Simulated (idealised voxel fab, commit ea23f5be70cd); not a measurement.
Proc. module: voxel transistor to metal
Cross-section cut: width 170 nm, square cells of 5 nm.
When this document writes out a cross-section, it uses a grid of square cells and lists it as bands, beginning at the top and moving down, with a band standing for one or more rows of cells. Heads up on the band format: heights come first, top then bottom, in nm. After that it's the materials left to right, each with its width in nm. A single material flagged "full width" fills the whole band edge to edge, and "empty" means there's empty space there. Height reference: 0 = level under which incoming wafer is all one material. Lowest band: no bottom, runs on downward, e.g. "z 0 and below". The notation "30 to 40" denotes a width that varies across the rows of cells in the band, beginning at the first number in the top row, finishing at the second number in the bottom row, and changing by an identical amount from each row to the next. It should be understood that the words "remained unchanged", when stated for a given step, signify that the cross-section underwent no change in any of its cells during that step. Tabulated closed voids: empty space of 8 cells or more with no open way to the top, each as width x height at its distance from the left edge, in nm. Whatever follows a step's settings on its line is a remark the simulator itself makes about that step. overlay nm: mask offset rightward from planned place, masked step; negative means leftward offset. Each pair below shows a cross-section before one step and the cross-section after it, down to the lowest band that changed. The line under each pair gives the step between them, with its settings. The pairs can come from different runs of this module on the same starting wafer, so a pair continues from the pair above only where its "Prior to processing" says so.

-- Prior to processing
	z 65 to 60 | empty: 35, Ru: 25, empty: 50, Ru: 25, empty: 35
	z 60 to 40 | lowk: 40, TiN: 5, Ru: 5, TiN: 5, lowk: 60, TiN: 5, Ru: 5, TiN: 5, lowk: 40
	z 40 to 35 | SiN: 40, TiN: 15, SiN: 60, TiN: 15, SiN: 40
	z 35 to 20 | SiO2: 40, TiN: 5, W: 5, TiN: 5, SiO2: 60, TiN: 5, W: 5, TiN: 5, SiO2: 40
	z 20 to 5 | SiO2: 40, TiN: 5, W: 5, TiN: 5, SiN: 10, HfO2: 10, W: 20, HfO2: 10, SiN: 10, TiN: 5, W: 5, TiN: 5, SiO2: 40
	z 5 to 0 | SiO2: 40, TiN: 15, SiN: 10, HfO2: 10, W: 20, HfO2: 10, SiN: 10, TiN: 15, SiO2: 40
	z 0 to -5 | SiO2: 40, TiN: 5, nSi: 10, SiN: 10, HfO2: 40, SiN: 10, nSi: 10, TiN: 5, SiO2: 40
	z -5 to -10 | SiO2: 40, TiN: 5, nSi: 10, SiO2: 10, HfO2: 40, SiO2: 10, nSi: 10, TiN: 5, SiO2: 40
	z -10 to -20 | SiO2: 35, nSi: 20, Si: 60, nSi: 20, SiO2: 35
	z -20 to -35 | SiO2: 35, Si: 100, SiO2: 35
	z -35 and below | Si full width
	Tabulated closed voids: none

-- Cut View, Post-Step
	z 70 to 65 | SiCN full width
	z 65 to 60 | SiCN: 35, Ru: 25, SiCN: 50, Ru: 25, SiCN: 35
	Under 60: no change, same as before.
	Tabulated closed voids: none
Relating the two cross-sections above, the step in between is op FILL_DEP | material SiCN | thk nm 5

Prior to processing: The structure entering this step is exactly what the pair just above shows after its step.

-- Cut View, Post-Step
	z 95 to 70 | lowk full width
	Under 70: no change, same as before.
	Tabulated closed voids: none
Relating the two cross-sections above, the step in between is op DIRECTIONAL_DEP | material lowk | thk nm 25

Prior to processing: The structure entering this step is exactly what the pair just above shows after its step.

-- Cut View, Post-Step
	z 95 to 80 | lowk: 40, empty: 15, lowk: 60, empty: 15, lowk: 40
	Under 80: no change, same as before.
	Tabulated closed voids: none
Relating the two cross-sections above, the step in between is op MASKED_ETCH | tone open | mask id METAL_2 | width nm 15 | pitch nm 75 | etch materials lowk | depth nm 15 | overlay nm 0

Prior to processing: The structure entering this step is exactly what the pair just above shows after its step.

-- Cut View, Post-Step
	z 95 to 70 | lowk: 40, empty: 15, lowk: 60, empty: 15, lowk: 40
	Under 70: no change, same as before.
	Tabulated closed voids: none
Relating the two cross-sections above, the step in between is op MASKED_ETCH | tone open | mask id METAL_2_HOLES | width nm 15 | pitch nm 75 | etch materials lowk | depth nm 10 | overlay nm 0

Prior to processing: The structure entering this step is exactly what the pair just above shows after its step.

-- Cut View, Post-Step
	z 95 to 70 | lowk: 40, empty: 15, lowk: 60, empty: 15, lowk: 40
	z 70 to 65 | SiCN: 40, empty: 15, SiCN: 60, empty: 15, SiCN: 40
	Under 65: no change, same as before.
	Tabulated closed voids: none
Relating the two cross-sections above, the step in between is op MASKED_ETCH | tone open | mask id METAL_2_HOLES | width nm 15 | pitch nm 75 | etch materials SiCN | depth nm 5 | overlay nm 0

Prior to processing: The structure entering this step is exactly what the pair just above shows after its step.

-- Cut View, Post-Step
	z 100 to 95 | TiN: 45, empty: 5, TiN: 70, empty: 5, TiN: 45
	z 95 to 70 | lowk: 40, TiN: 5, empty: 5, TiN: 5, lowk: 60, TiN: 5, empty: 5, TiN: 5, lowk: 40
	z 70 to 65 | SiCN: 40, TiN: 15, SiCN: 60, TiN: 15, SiCN: 40
	Under 65: no change, same as before.
	Tabulated closed voids: none
Relating the two cross-sections above, the step in between is op CONFORMAL_DEP | material TiN | thk nm 5

Prior to processing: The structure entering this step is exactly what the pair just above shows after its step.

-- Cut View, Post-Step
	z 110 to 100 | Cu full width
	z 100 to 95 | TiN: 45, Cu: 5, TiN: 70, Cu: 5, TiN: 45
	z 95 to 70 | lowk: 40, TiN: 5, Cu: 5, TiN: 5, lowk: 60, TiN: 5, Cu: 5, TiN: 5, lowk: 40
	Under 70: no change, same as before.
	Tabulated closed voids: none
Relating the two cross-sections above, the step in between is op FILL_DEP | material Cu | thk nm 10

Prior to processing: The structure entering this step is exactly what the pair just above shows after its step.

-- Cut View, Post-Step
	z 95 to 70 | lowk: 40, TiN: 5, Cu: 5, TiN: 5, lowk: 60, TiN: 5, Cu: 5, TiN: 5, lowk: 40
	Under 70: no change, same as before.
	Tabulated closed voids: none
Relating the two cross-sections above, the step in between is op CMP | height nm 95

Prior to processing: The structure entering this step is exactly what the pair just above shows after its step.

-- Cut View, Post-Step
	z 100 to 95 | SiCN full width
	Under 95: no change, same as before.
	Tabulated closed voids: none
Relating the two cross-sections above, the step in between is op CONFORMAL_DEP | material SiCN | thk nm 5

-- Prior to processing
	z 35 to 25 | SiCN full width
	z 25 to -5 | polySi full width
	z -5 to -10 | SiO2 full width
	z -10 to -35 | SiO2: 35, Si: 100, SiO2: 35
	z -35 and below | Si full width
	Tabulated closed voids: none

-- Cut View, Post-Step
	z 50 to 35 | resist: 70, empty: 30, resist: 70
	Under 35: no change, same as before.
	Tabulated closed voids: none
Relating the two cross-sections above, the step in between is op PATTERN | tone open | mask id GATE | material resist | width nm 30 | thk nm 15 | overlay nm 0

Prior to processing: The structure entering this step is exactly what the pair just above shows after its step.

-- Cut View, Post-Step
	z 50 to 35 | resist: 70, empty: 30, resist: 70
	z 35 to 25 | SiCN: 70, empty: 30, SiCN: 70
	Under 25: no change, same as before.
	Tabulated closed voids: none
Relating the two cross-sections above, the step in between is op DIRECTIONAL_ETCH | etch materials SiCN | depth nm 20

Prior to processing: The structure entering this step is exactly what the pair just above shows after its step.

-- Cut View, Post-Step
	z 50 to 35 | resist: 70, empty: 30, resist: 70
	z 35 to 25 | SiCN: 70, empty: 30, SiCN: 70
	z 25 to -5 | polySi: 70, empty: 30, polySi: 70
	Under -5: no change, same as before.
	Tabulated closed voids: none
Relating the two cross-sections above, the step in between is op DIRECTIONAL_ETCH | etch materials polySi | depth nm 40

Prior to processing: The structure entering this step is exactly what the pair just above shows after its step.

-- Cut View, Post-Step
	z 35 to 25 | SiCN: 70, empty: 30, SiCN: 70
	Under 25: no change, same as before.
	Tabulated closed voids: none
Relating the two cross-sections above, the step in between is op STRIP | etch materials resist

Prior to processing: The structure entering this step is exactly what the pair just above shows after its step.

-- Cut View, Post-Step
	z 40 to 35 | SiO2: 75, empty: 20, SiO2: 75
	z 35 to 25 | SiCN: 70, SiO2: 5, empty: 20, SiO2: 5, SiCN: 70
	z 25 to 0 | polySi: 70, SiO2: 5, empty: 20, SiO2: 5, polySi: 70
	z 0 to -5 | polySi: 70, SiO2: 30, polySi: 70
	Under -5: no change, same as before.
	Tabulated closed voids: none
Relating the two cross-sections above, the step in between is op CONFORMAL_DEP | material SiO2 | thk nm 5

Prior to processing: The structure entering this step is exactly what the pair just above shows after its step.

-- Cut View, Post-Step
	z 35 to 25 | SiCN: 70, SiO2: 5, empty: 20, SiO2: 5, SiCN: 70
	z 25 to -5 | polySi: 70, SiO2: 5, empty: 20, SiO2: 5, polySi: 70
	Under -5: no change, same as before.
	Tabulated closed voids: none
Relating the two cross-sections above, the step in between is op DIRECTIONAL_ETCH | etch materials SiO2 | depth nm 5

Prior to processing: The structure entering this step is exactly what the pair just above shows after its step.

-- Cut View, Post-Step
	z 45 to 35 | SiN full width
	z 35 to 25 | SiCN: 70, SiO2: 5, SiN: 20, SiO2: 5, SiCN: 70
	z 25 to -5 | polySi: 70, SiO2: 5, SiN: 20, SiO2: 5, polySi: 70
	Under -5: no change, same as before.
	Tabulated closed voids: none
Relating the two cross-sections above, the step in between is op CONFORMAL_DEP | material SiN | thk nm 10

Prior to processing: The structure entering this step is exactly what the pair just above shows after its step.

-- Cut View, Post-Step
	z 35 to 25 | SiCN: 70, SiO2: 5, SiN: 20, SiO2: 5, SiCN: 70
	Under 25: no change, same as before.
	Tabulated closed voids: none
Relating the two cross-sections above, the step in between is op DIRECTIONAL_ETCH | etch materials SiN | depth nm 10

Prior to processing: The structure entering this step is exactly what the pair just above shows after its step.

-- Cut View, Post-Step
	z 35 to 30 | SiCN: 70, empty: 5, SiN: 20, empty: 5, SiCN: 70
	Under 30: no change, same as before.
	Tabulated closed voids: none
Relating the two cross-sections above, the step in between is op DIRECTIONAL_ETCH | etch materials SiO2 | depth nm 5

Prior to processing: The structure entering this step is exactly what the pair just above shows after its step.

-- Cut View, Post-Step
	z 45 to 35 | SiO2 full width
	z 35 to 25 | SiCN: 70, SiO2: 5, SiN: 20, SiO2: 5, SiCN: 70
	Under 25: no change, same as before.
	Tabulated closed voids: none
Relating the two cross-sections above, the step in between is op FILL_DEP | material SiO2 | thk nm 10

Prior to processing: The structure entering this step is exactly what the pair just above shows after its step.

-- Cut View, Post-Step
	z 25 to -5 | polySi: 70, SiO2: 5, SiN: 20, SiO2: 5, polySi: 70
	Under -5: no change, same as before.
	Tabulated closed voids: none
Relating the two cross-sections above, the step in between is op CMP | height nm 25

Prior to processing: The structure entering this step is exactly what the pair just above shows after its step.

-- Cut View, Post-Step
	z 25 to -5 | empty: 70, SiO2: 5, SiN: 20, SiO2: 5, empty: 70
	Under -5: no change, same as before.
	Tabulated closed voids: none
Relating the two cross-sections above, the step in between is op STRIP | etch materials polySi

Prior to processing: The structure entering this step is exactly what the pair just above shows after its step.

-- Cut View, Post-Step
	z 25 to -5 | empty: 75, SiN: 20, empty: 75
	z -5 to -10 | empty: 75, SiO2: 20, empty: 75
	Under -10: no change, same as before.
	Tabulated closed voids: none
Relating the two cross-sections above, the step in between is op SELECTIVE_ETCH | etch materials SiO2 | depth nm 5

Prior to processing: The structure entering this step is exactly what the pair just above shows after its step.

-- Cut View, Post-Step
	z 30 to 25 | empty: 70, HfO2: 30, empty: 70
	z 25 to -5 | empty: 70, HfO2: 5, SiN: 20, HfO2: 5, empty: 70
	z -5 to -10 | HfO2: 75, SiO2: 20, HfO2: 75
	Under -10: no change, same as before.
	Tabulated closed voids: none
Relating the two cross-sections above, the step in between is op CONFORMAL_DEP | material HfO2 | thk nm 5

Prior to processing: The structure entering this step is exactly what the pair just above shows after its step.

-- Cut View, Post-Step
	z 35 to 30 | empty: 65, TiN: 40, empty: 65
	z 30 to 25 | empty: 65, TiN: 5, HfO2: 30, TiN: 5, empty: 65
	z 25 to 0 | empty: 65, TiN: 5, HfO2: 5, SiN: 20, HfO2: 5, TiN: 5, empty: 65
	z 0 to -5 | TiN: 70, HfO2: 5, SiN: 20, HfO2: 5, TiN: 70
	Under -5: no change, same as before.
	Tabulated closed voids: none
Relating the two cross-sections above, the step in between is op CONFORMAL_DEP | material TiN | thk nm 5

Prior to processing: The structure entering this step is exactly what the pair just above shows after its step.

-- Cut View, Post-Step
	z 45 to 35 | W full width
	z 35 to 30 | W: 65, TiN: 40, W: 65
	z 30 to 25 | W: 65, TiN: 5, HfO2: 30, TiN: 5, W: 65
	z 25 to 0 | W: 65, TiN: 5, HfO2: 5, SiN: 20, HfO2: 5, TiN: 5, W: 65
	Under 0: no change, same as before.
	Tabulated closed voids: none
Relating the two cross-sections above, the step in between is op FILL_DEP | material W | thk nm 10

Prior to processing: The structure entering this step is exactly what the pair just above shows after its step.

-- Cut View, Post-Step
	z 20 to 0 | W: 65, TiN: 5, HfO2: 5, SiN: 20, HfO2: 5, TiN: 5, W: 65
	Under 0: no change, same as before.
	Tabulated closed voids: none
Relating the two cross-sections above, the step in between is op CMP | height nm 20

Prior to processing: The structure entering this step is exactly what the pair just above shows after its step.

-- Cut View, Post-Step
	z 35 to 20 | SiO2 full width
	Under 20: no change, same as before.
	Tabulated closed voids: none
Relating the two cross-sections above, the step in between is op DIRECTIONAL_DEP | material SiO2 | thk nm 15

Prior to processing: The structure entering this step is exactly what the pair just above shows after its step.

-- Cut View, Post-Step
	z 55 to 35 | resist: 40, empty: 15, resist: 60, empty: 15, resist: 40
	Under 35: no change, same as before.
	Tabulated closed voids: none
Relating the two cross-sections above, the step in between is op PATTERN | tone open | mask id CONTACT | material resist | width nm 15 | pitch nm 75 | thk nm 20 | overlay nm 0

Prior to processing: The structure entering this step is exactly what the pair just above shows after its step.

-- Cut View, Post-Step
	z 55 to 35 | resist: 40, empty: 15, resist: 60, empty: 15, resist: 40
	z 35 to 20 | SiO2: 40, empty: 15, SiO2: 60, empty: 15, SiO2: 40
	Under 20: no change, same as before.
	Tabulated closed voids: none
Relating the two cross-sections above, the step in between is op DIRECTIONAL_ETCH | etch materials SiO2 | depth nm 45

Prior to processing: The structure entering this step is exactly what the pair just above shows after its step.

-- Cut View, Post-Step
	z 35 to 20 | SiO2: 40, empty: 15, SiO2: 60, empty: 15, SiO2: 40
	Under 20: no change, same as before.
	Tabulated closed voids: none
Relating the two cross-sections above, the step in between is op STRIP | etch materials resist

Prior to processing: The structure entering this step is exactly what the pair just above shows after its step.

-- Cut View, Post-Step
	z 40 to 35 | TiN: 45, empty: 5, TiN: 70, empty: 5, TiN: 45
	z 35 to 25 | SiO2: 40, TiN: 5, empty: 5, TiN: 5, SiO2: 60, TiN: 5, empty: 5, TiN: 5, SiO2: 40
	z 25 to 20 | SiO2: 40, TiN: 15, SiO2: 60, TiN: 15, SiO2: 40
	Under 20: no change, same as before.
	Tabulated closed voids: none
Relating the two cross-sections above, the step in between is op CONFORMAL_DEP | material TiN | thk nm 5

Prior to processing: The structure entering this step is exactly what the pair just above shows after its step.

-- Cut View, Post-Step
	z 45 to 40 | W full width
	z 40 to 35 | TiN: 45, W: 5, TiN: 70, W: 5, TiN: 45
	z 35 to 25 | SiO2: 40, TiN: 5, W: 5, TiN: 5, SiO2: 60, TiN: 5, W: 5, TiN: 5, SiO2: 40
	Under 25: no change, same as before.
	Tabulated closed voids: none
Relating the two cross-sections above, the step in between is op FILL_DEP | material W | thk nm 5

Prior to processing: The structure entering this step is exactly what the pair just above shows after its step.

-- Cut View, Post-Step
	z 35 to 25 | SiO2: 40, TiN: 5, W: 5, TiN: 5, SiO2: 60, TiN: 5, W: 5, TiN: 5, SiO2: 40
	Under 25: no change, same as before.
	Tabulated closed voids: none
Relating the two cross-sections above, the step in between is op CMP | height nm 35

Prior to processing: The structure entering this step is exactly what the pair just above shows after its step.

-- Cut View, Post-Step
	z 40 to 35 | SiN full width
	Under 35: no change, same as before.
	Tabulated closed voids: none
Relating the two cross-sections above, the step in between is op CONFORMAL_DEP | material SiN | thk nm 5

Prior to processing: The structure entering this step is exactly what the pair just above shows after its step.

-- Cut View, Post-Step
	z 60 to 40 | lowk full width
	Under 40: no change, same as before.
	Tabulated closed voids: none
Relating the two cross-sections above, the step in between is op DIRECTIONAL_DEP | material lowk | thk nm 20

Prior to processing: The structure entering this step is exactly what the pair just above shows after its step.

-- Cut View, Post-Step
	z 60 to 40 | lowk: 40, empty: 15, lowk: 60, empty: 15, lowk: 40
	Under 40: no change, same as before.
	Tabulated closed voids: none
Relating the two cross-sections above, the step in between is op MASKED_ETCH | tone open | mask id METAL_1 | width nm 15 | pitch nm 75 | etch materials lowk | depth nm 20 | overlay nm 0

Prior to processing: The structure entering this step is exactly what the pair just above shows after its step.

-- Cut View, Post-Step
	z 60 to 40 | lowk: 40, empty: 15, lowk: 60, empty: 15, lowk: 40
	z 40 to 35 | SiN: 40, empty: 15, SiN: 60, empty: 15, SiN: 40
	Under 35: no change, same as before.
	Tabulated closed voids: none
Relating the two cross-sections above, the step in between is op MASKED_ETCH | tone open | mask id METAL_1 | width nm 15 | pitch nm 75 | etch materials SiN | depth nm 5 | overlay nm 0

Prior to processing: The structure entering this step is exactly what the pair just above shows after its step.

-- Cut View, Post-Step
	z 65 to 60 | TiN: 45, empty: 5, TiN: 70, empty: 5, TiN: 45
	z 60 to 40 | lowk: 40, TiN: 5, empty: 5, TiN: 5, lowk: 60, TiN: 5, empty: 5, TiN: 5, lowk: 40
	z 40 to 35 | SiN: 40, TiN: 15, SiN: 60, TiN: 15, SiN: 40
	Under 35: no change, same as before.
	Tabulated closed voids: none
Relating the two cross-sections above, the step in between is op CONFORMAL_DEP | material TiN | thk nm 5

Prior to processing: The structure entering this step is exactly what the pair just above shows after its step.

-- Cut View, Post-Step
	z 75 to 65 | Ru full width
	z 65 to 60 | TiN: 45, Ru: 5, TiN: 70, Ru: 5, TiN: 45
	z 60 to 40 | lowk: 40, TiN: 5, Ru: 5, TiN: 5, lowk: 60, TiN: 5, Ru: 5, TiN: 5, lowk: 40
	Under 40: no change, same as before.
	Tabulated closed voids: none
Relating the two cross-sections above, the step in between is op FILL_DEP | material Ru | thk nm 10

Prior to processing: The structure entering this step is exactly what the pair just above shows after its step.

-- Cut View, Post-Step
	z 60 to 40 | lowk: 40, TiN: 5, Ru: 5, TiN: 5, lowk: 60, TiN: 5, Ru: 5, TiN: 5, lowk: 40
	Under 40: no change, same as before.
	Tabulated closed voids: none
Relating the two cross-sections above, the step in between is op CMP | height nm 60

Prior to processing: The structure entering this step is exactly what the pair just above shows after its step.

-- Cut View, Post-Step
	z 65 to 60 | empty: 35, Ru: 25, empty: 50, Ru: 25, empty: 35
	Under 60: no change, same as before.
	Tabulated closed voids: none
Relating the two cross-sections above, the step in between is op EPI | material Ru | thk nm 5

Prior to processing: The structure entering this step is exactly what the pair just above shows after its step.

-- Cut View, Post-Step
	z 70 to 65 | SiCN full width
	z 65 to 60 | SiCN: 35, Ru: 25, SiCN: 50, Ru: 25, SiCN: 35
	Under 60: no change, same as before.
	Tabulated closed voids: none
Relating the two cross-sections above, the step in between is op FILL_DEP | material SiCN | thk nm 5

Prior to processing: The structure entering this step is exactly what the pair just above shows after its step.

-- Cut View, Post-Step
	z 95 to 70 | lowk full width
	Under 70: no change, same as before.
	Tabulated closed voids: none
Relating the two cross-sections above, the step in between is op DIRECTIONAL_DEP | material lowk | thk nm 25

Prior to processing: The structure entering this step is exactly what the pair just above shows after its step.

-- Cut View, Post-Step
	z 95 to 80 | lowk: 40, empty: 15, lowk: 60, empty: 15, lowk: 40
	Under 80: no change, same as before.
	Tabulated closed voids: none
Relating the two cross-sections above, the step in between is op MASKED_ETCH | tone open | mask id METAL_2 | width nm 15 | pitch nm 75 | etch materials lowk | depth nm 15 | overlay nm 0

Prior to processing: The structure entering this step is exactly what the pair just above shows after its step.

-- Cut View, Post-Step
	z 95 to 70 | lowk: 40, empty: 15, lowk: 60, empty: 15, lowk: 40
	Under 70: no change, same as before.
	Tabulated closed voids: none
Relating the two cross-sections above, the step in between is op MASKED_ETCH | tone open | mask id METAL_2_HOLES | width nm 15 | pitch nm 75 | etch materials lowk | depth nm 10 | overlay nm 0

Prior to processing: The structure entering this step is exactly what the pair just above shows after its step.

-- Cut View, Post-Step
	z 95 to 70 | lowk: 40, empty: 15, lowk: 60, empty: 15, lowk: 40
	z 70 to 65 | SiCN: 40, empty: 15, SiCN: 60, empty: 15, SiCN: 40
	Under 65: no change, same as before.
	Tabulated closed voids: none
Relating the two cross-sections above, the step in between is op MASKED_ETCH | tone open | mask id METAL_2_HOLES | width nm 15 | pitch nm 75 | etch materials SiCN | depth nm 5 | overlay nm 0

Prior to processing: The structure entering this step is exactly what the pair just above shows after its step.

-- Cut View, Post-Step
	z 100 to 95 | TiN: 45, empty: 5, TiN: 70, empty: 5, TiN: 45
	z 95 to 70 | lowk: 40, TiN: 5, empty: 5, TiN: 5, lowk: 60, TiN: 5, empty: 5, TiN: 5, lowk: 40
	z 70 to 65 | SiCN: 40, TiN: 15, SiCN: 60, TiN: 15, SiCN: 40
	Under 65: no change, same as before.
	Tabulated closed voids: none
Relating the two cross-sections above, the step in between is op CONFORMAL_DEP | material TiN | thk nm 5

Prior to processing: The structure entering this step is exactly what the pair just above shows after its step.

-- Cut View, Post-Step
	z 110 to 100 | Cu full width
	z 100 to 95 | TiN: 45, Cu: 5, TiN: 70, Cu: 5, TiN: 45
	z 95 to 70 | lowk: 40, TiN: 5, Cu: 5, TiN: 5, lowk: 60, TiN: 5, Cu: 5, TiN: 5, lowk: 40
	Under 70: no change, same as before.
	Tabulated closed voids: none
Relating the two cross-sections above, the step in between is op FILL_DEP | material Cu | thk nm 10

Prior to processing: The structure entering this step is exactly what the pair just above shows after its step.

-- Cut View, Post-Step
	z 95 to 70 | lowk: 40, TiN: 5, Cu: 5, TiN: 5, lowk: 60, TiN: 5, Cu: 5, TiN: 5, lowk: 40
	Under 70: no change, same as before.
	Tabulated closed voids: none
Relating the two cross-sections above, the step in between is op CMP | height nm 95

Prior to processing: The structure entering this step is exactly what the pair just above shows after its step.

-- Cut View, Post-Step
	z 100 to 95 | SiCN full width
	Under 95: no change, same as before.
	Tabulated closed voids: none
Relating the two cross-sections above, the step in between is op CONFORMAL_DEP | material SiCN | thk nm 5
